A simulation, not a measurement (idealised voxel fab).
The document below concerns the process module designated voxel trench capacitor.
We display cut, a cross-section 225 nm in width whose square cells are each 5 nm.
Cross-section, as written here: a square-cell grid given band by band from the top down, where a band holds one or more rows of cells.
The entry gives the band's vertical extent as a top height and a bottom height in nm, then its horizontal make-up as materials from left to right, each with a width in nm. "empty" stands for empty space; a single material marked "everywhere" fills the band edge to edge.
Ref level 0: as-received wafer is one material below here. Bottom band extends down with no lower bound ("z 0 and below").
A width given as "30 to 40" starts at the first number in the band's top row and ends at the second number in its bottom row, shifting by an equal amount at every step from row to row.
When a step is marked "no change", none of the cells in the cross-section changed during that step.
For the entry "Completely enclosed voids", the listed items are empty spaces with no open way to the top whose size is 8 cells or more; each item follows the pattern width x height at distance, where distance is from the left edge and all three are in nm.
Whatever follows a step's settings on its line is a remark the simulator itself makes about that step.
Steps that use a mask can have "overlay nm" on their line. It says how far the mask sat to the right of where it was meant to be. Negative means to the left.
# So here's the lineup of process steps we planned
1,op RECEIVE | material Si
2,op CONFORMAL_DEP | material SiN | thk nm 10
3,op DIRECTIONAL_DEP | material aC | thk nm 15
4,op PATTERN | tone open | mask id TRENCH | material resist | width nm 15 | pitch nm 50 | thk nm 30 | overlay nm 0
5,op DIRECTIONAL_ETCH | etch materials aC | depth nm 15
6,op STRIP | etch materials resist
7,op DIRECTIONAL_ETCH | etch materials SiN | depth nm 10
8,op DIRECTIONAL_ETCH | etch materials Si | depth nm 25
9,op STRIP | etch materials aC
10,op CONFORMAL_DEP | material HfO2 | thk nm 5
11,op CONFORMAL_DEP | material TiN | thk nm 5
12,op FILL_DEP | material W | thk nm 5
13,op CMP | height nm 10
Variable across wafers: step 4 width nm (plan value is that of the first wafer; starting state common to all).
# First of several wafers (as received, post step 1), cross-sectional view
    z 0 and below = Si everywhere
    Completely enclosed voids: none
# Post step 13, the closing step of the module: first of several wafers, cross-sectioned
    z 10 to 0 = SiN (30)  HfO2 (5)  TiN (5)  HfO2 (5)  SiN (35)  HfO2 (5)  TiN (5)  HfO2 (5)  SiN (35)  HfO2 (5)  TiN (5)  HfO2 (5)  SiN (35)  HfO2 (5)  TiN (5)  HfO2 (5)  SiN (30)
    z 0 to -20 = Si (30)  HfO2 (5)  TiN (5)  HfO2 (5)  Si (35)  HfO2 (5)  TiN (5)  HfO2 (5)  Si (35)  HfO2 (5)  TiN (5)  HfO2 (5)  Si (35)  HfO2 (5)  TiN (5)  HfO2 (5)  Si (30)
    z -20 to -25 = Si (30)  HfO2 (15)  Si (35)  HfO2 (15)  Si (35)  HfO2 (15)  Si (35)  HfO2 (15)  Si (30)
    z -25 and below = Si everywhere
    Completely enclosed voids: none
# End of module, last wafer sectioned
    z 10 to 0 = SiN (20)  HfO2 (5)  TiN (5)  W (15)  TiN (5)  HfO2 (5)  SiN (15)  HfO2 (5)  TiN (5)  W (15)  TiN (5)  HfO2 (5)  SiN (15)  HfO2 (5)  TiN (5)  W (15)  TiN (5)  HfO2 (5)  SiN (15)  HfO2 (5)  TiN (5)  W (15)  TiN (5)  HfO2 (5)  SiN (20)
    z 0 to -15 = Si (20)  HfO2 (5)  TiN (5)  W (15)  TiN (5)  HfO2 (5)  Si (15)  HfO2 (5)  TiN (5)  W (15)  TiN (5)  HfO2 (5)  Si (15)  HfO2 (5)  TiN (5)  W (15)  TiN (5)  HfO2 (5)  Si (15)  HfO2 (5)  TiN (5)  W (15)  TiN (5)  HfO2 (5)  Si (20)
    z -15 to -20 = Si (20)  HfO2 (5)  TiN (25)  HfO2 (5)  Si (15)  HfO2 (5)  TiN (25)  HfO2 (5)  Si (15)  HfO2 (5)  TiN (25)  HfO2 (5)  Si (15)  HfO2 (5)  TiN (25)  HfO2 (5)  Si (20)
    z -20 to -25 = Si (20)  HfO2 (35)  Si (15)  HfO2 (35)  Si (15)  HfO2 (35)  Si (15)  HfO2 (35)  Si (20)
    z -25 and below = Si everywhere
    Completely enclosed voids: none
# Rows = wafers. At module end, each row lists per material the cells gained (+) or lost (-) since the wafer was received, then the closed voids
width nm 15, +60 HfO2, -60 Si, +66 SiN, +24 TiN, Completely enclosed voids: none
width nm 20, +64 HfO2, -80 Si, +58 SiN, +48 TiN, Completely enclosed voids: none
width nm 25, +68 HfO2, -100 Si, +50 SiN, +52 TiN, +20 W, Completely enclosed voids: none
width nm 30, +72 HfO2, -120 Si, +42 SiN, +56 TiN, +40 W, Completely enclosed voids: none
width nm 35, +76 HfO2, -140 Si, +34 SiN, +60 TiN, +60 W, Completely enclosed voids: none
